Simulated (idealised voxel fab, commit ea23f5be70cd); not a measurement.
process module | voxel capacitor over wiring
cross-section cut | 290 nm wide | cells 5 nm
A cross-section is a grid of square cells, given in bands from the top down. A band is one or more rows of cells.
Each band's line starts with the height of the band's top and of its bottom, in nm. Then come its materials from left to right, each with its width in nm. One material with "throughout" fills the band from edge to edge. "air" is empty space.
Height 0 is the level under which the wafer as received is all one material. The lowest band goes on downwards, as in "0 down".
A width such as "30 to 40" changes by the same amount from each row of cells to the next, from the band's top row to its bottom row.
"no change" after a step means that no cell of the cross-section changed.
closed voids: empty space of 8 cells or more with no open way to the top, each as width x height at its distance from the left edge, in nm
after a step's settings: what the simulator itself notes on the step
overlay nm, on a step with a mask: how far to the right of its planned place the mask lay; to the left if negative
plan
1 op RECEIVE | material Si
2 op CONFORMAL_DEP | material SiO2 | thk nm 10
3 op CONFORMAL_DEP | material SiCN | thk nm 5
4 op DIRECTIONAL_DEP | material lowk | thk nm 15
5 op MASKED_ETCH | tone open | mask id METAL_1 | width nm 30 | pitch nm 100 | etch materials lowk | depth nm 15 | overlay nm 0
6 op MASKED_ETCH | tone open | mask id METAL_1 | width nm 30 | pitch nm 100 | etch materials SiCN | depth nm 5 | overlay nm 0
7 op CONFORMAL_DEP | material TiN | thk nm 5
8 op FILL_DEP | material Ru | thk nm 10
9 op CMP | height nm 30
10 op CONFORMAL_DEP | material SiCN | thk nm 5
11 op DIRECTIONAL_DEP | material lowk | thk nm 15
12 op DIRECTIONAL_DEP | material aC | thk nm 15
13 op PATTERN | tone open | mask id PLUG_1 | material resist | width nm 15 | thk nm 30 | overlay nm 0
14 op DIRECTIONAL_ETCH | etch materials aC | depth nm 15
15 op STRIP | etch materials resist
16 op DIRECTIONAL_ETCH | etch materials lowk | depth nm 15
17 op DIRECTIONAL_ETCH | etch materials SiCN | depth nm 5
18 op STRIP | etch materials aC
19 op EPI | material Ru | thk nm 10
20 op EPI | material Ru | thk nm 10
21 op DIRECTIONAL_DEP | material TiN | thk nm 5
22 op DIRECTIONAL_DEP | material Al2O3 | thk nm 5
23 op DIRECTIONAL_DEP | material TiN | thk nm 10
24 op MASKED_ETCH | tone cover | mask id UPPER_PLATE | width nm 75 | etch materials TiN | depth nm 10 | overlay nm 0
25 op MASKED_ETCH | tone cover | mask id UPPER_PLATE | width nm 75 | etch materials Al2O3 | depth nm 5 | overlay nm 0
26 op DIRECTIONAL_DEP | material aC | thk nm 15
27 op PATTERN | tone cover | mask id LOWER_PLATE | material resist | width nm 85 | thk nm 35 | overlay nm 0
28 op DIRECTIONAL_ETCH | etch materials aC | depth nm 15
29 op STRIP | etch materials resist
30 op DIRECTIONAL_ETCH | etch materials TiN | depth nm 5
31 op STRIP | etch materials aC
32 op FILL_DEP | material SiO2 | thk nm 15
33 op CMP | height nm 80
34 op PATTERN | tone open | mask id PLUG_2 | material resist | width nm 15 | thk nm 15 | overlay nm 0
35 op DIRECTIONAL_ETCH | etch materials SiO2 | depth nm 10
36 op STRIP | etch materials resist
37 op CONFORMAL_DEP | material TiN | thk nm 5
38 op FILL_DEP | material Cu | thk nm 10
39 op CMP | height nm 80
40 op CONFORMAL_DEP | material SiN | thk nm 5
as received, after step 1
  0 down: Si throughout
  closed voids: none
first wafer at the end, as planned
  85 to 80: SiN throughout
  80 to 75: SiO2 105 | TiN 5 | Cu 5 | TiN 5 | SiO2 170
  75 to 70: SiO2 105 | TiN 15 | SiO2 170
  70 to 60: SiO2 95 | TiN 75 | SiO2 120
  60 to 55: SiO2 95 | Al2O3 75 | SiO2 120
  55 to 50: SiO2 90 | TiN 85 | SiO2 115
  50 to 35: lowk 95 | Ru 15 | lowk 180
  35 to 30: SiCN 95 | Ru 15 | SiCN 180
  30 to 15: lowk 80 | TiN 5 | Ru 20 | TiN 5 | lowk 70 | TiN 5 | Ru 20 | TiN 5 | lowk 80
  15 to 10: SiCN 80 | TiN 30 | SiCN 70 | TiN 30 | SiCN 80
  10 to 0: SiO2 throughout
  0 down: Si throughout
  closed voids: none
second wafer at the end: like start, like plan, one mistake
  85 to 80: SiN throughout
  80 to 75: SiO2 105 | TiN 5 | Cu 5 | TiN 5 | SiO2 170
  75 to 70: SiO2 105 | TiN 15 | SiO2 170
  70 to 60: SiO2 95 | TiN 75 | SiO2 120
  60 to 55: SiO2 95 | Al2O3 75 | SiO2 120
  55 to 50: SiO2 90 | TiN 85 | SiO2 115
  50 to 35: lowk 95 | Ru 15 | lowk 180
  35 to 30: SiCN 95 | Ru 15 | SiCN 180
  30 to 25: Ru throughout
  25 to 20: TiN 85 | Ru 20 | TiN 80 | Ru 20 | TiN 85
  20 to 15: lowk 80 | TiN 5 | Ru 20 | TiN 5 | lowk 70 | TiN 5 | Ru 20 | TiN 5 | lowk 80
  15 to 10: SiCN 80 | TiN 30 | SiCN 70 | TiN 30 | SiCN 80
  10 to 0: SiO2 throughout
  0 down: Si throughout
  closed voids: none
what went wrong: step 4 ran as: op DIRECTIONAL_DEP | material lowk | thk nm 5
at the end the second wafer has, in cells: 50 more of Ru | 42 more of TiN | 92 fewer of lowk
